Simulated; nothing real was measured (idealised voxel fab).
process module | voxel gate over fins
cross-section cut | 265 nm wide | cells 5 nm
A cross-section is a grid of square cells, given in bands from the top down. A band is one or more rows of cells.
Each band's line starts with the height of the band's top and of its bottom, in nm. Then come its materials from left to right, each with its width in nm. One material with "throughout" fills the band from edge to edge. "air" is empty space.
Height 0 is the level under which the wafer as received is all one material. The lowest band goes on downwards, as in "0 down".
A width such as "30 to 40" changes by the same amount from each row of cells to the next, from the band's top row to its bottom row.
"no change" after a step means that no cell of the cross-section changed.
closed voids: empty space of 8 cells or more with no open way to the top, each as width x height at its distance from the left edge, in nm
after a step's settings: what the simulator itself notes on the step
overlay nm, on a step with a mask: how far to the right of its planned place the mask lay; to the left if negative
plan
1 op RECEIVE | material Si
2 op CONFORMAL_DEP | material SiN | thk nm 10
3 op MASKED_ETCH | tone cover | mask id FINS | width nm 15 | pitch nm 40 | etch materials SiN | depth nm 10 | overlay nm 0
4 op MASKED_ETCH | tone cover | mask id FINS | width nm 15 | pitch nm 40 | etch materials Si | depth nm 35 | overlay nm 0
5 op FILL_DEP | material SiO2 | thk nm 5
6 op CMP | height nm 10
7 op SELECTIVE_ETCH | etch materials SiO2 | depth nm 20
8 op STRIP | etch materials SiN
9 op CONFORMAL_DEP | material HfO2 | thk nm 5
10 op CONFORMAL_DEP | material TiN | thk nm 5
11 op FILL_DEP | material W | thk nm 10
12 op CMP | height nm 15
13 op CONFORMAL_DEP | material SiCN | thk nm 5
as received, after step 1
  0 down: Si throughout
  closed voids: none
first wafer at the end, as planned
  20 to 15: SiCN throughout
  15 to 10: W throughout
  10 to 5: W 55 | TiN 35 | W 5 | TiN 35 | W 5 | TiN 35 | W 5 | TiN 35 | W 55
  5 to 0: W 55 | TiN 5 | HfO2 25 | TiN 5 | W 5 | TiN 5 | HfO2 25 | TiN 5 | W 5 | TiN 5 | HfO2 25 | TiN 5 | W 5 | TiN 5 | HfO2 25 | TiN 5 | W 55
  0 to -5: TiN 60 | HfO2 5 | Si 15 | HfO2 5 | TiN 15 | HfO2 5 | Si 15 | HfO2 5 | TiN 15 | HfO2 5 | Si 15 | HfO2 5 | TiN 15 | HfO2 5 | Si 15 | HfO2 5 | TiN 60
  -5 to -10: HfO2 65 | Si 15 | HfO2 25 | Si 15 | HfO2 25 | Si 15 | HfO2 25 | Si 15 | HfO2 65
  -10 to -35: SiO2 65 | Si 15 | SiO2 25 | Si 15 | SiO2 25 | Si 15 | SiO2 25 | Si 15 | SiO2 65
  -35 down: Si throughout
  closed voids: none
second wafer at the end: like start, like plan, one mistake
  20 to 15: SiCN throughout
  15 to 10: W throughout
  10 to 5: W 55 | TiN 35 | W 5 | TiN 35 | W 5 | TiN 35 | W 5 | TiN 35 | W 55
  5 to 0: W 55 | TiN 5 | HfO2 25 | TiN 5 | W 5 | TiN 5 | HfO2 25 | TiN 5 | W 5 | TiN 5 | HfO2 25 | TiN 5 | W 5 | TiN 5 | HfO2 25 | TiN 5 | W 55
  0 to -20: W 55 | TiN 5 | HfO2 5 | Si 15 | HfO2 5 | TiN 5 | W 5 | TiN 5 | HfO2 5 | Si 15 | HfO2 5 | TiN 5 | W 5 | TiN 5 | HfO2 5 | Si 15 | HfO2 5 | TiN 5 | W 5 | TiN 5 | HfO2 5 | Si 15 | HfO2 5 | TiN 5 | W 55
  -20 to -25: TiN 60 | HfO2 5 | Si 15 | HfO2 5 | TiN 15 | HfO2 5 | Si 15 | HfO2 5 | TiN 15 | HfO2 5 | Si 15 | HfO2 5 | TiN 15 | HfO2 5 | Si 15 | HfO2 5 | TiN 60
  -25 to -30: HfO2 65 | Si 15 | HfO2 25 | Si 15 | HfO2 25 | Si 15 | HfO2 25 | Si 15 | HfO2 65
  -30 to -35: SiO2 65 | Si 15 | SiO2 25 | Si 15 | SiO2 25 | Si 15 | SiO2 25 | Si 15 | SiO2 65
  -35 down: Si throughout
  closed voids: none
what went wrong: step 7 was run twice
at the end the second wafer has, in cells: 32 more of HfO2 | 164 fewer of SiO2 | 32 more of TiN | 100 more of W
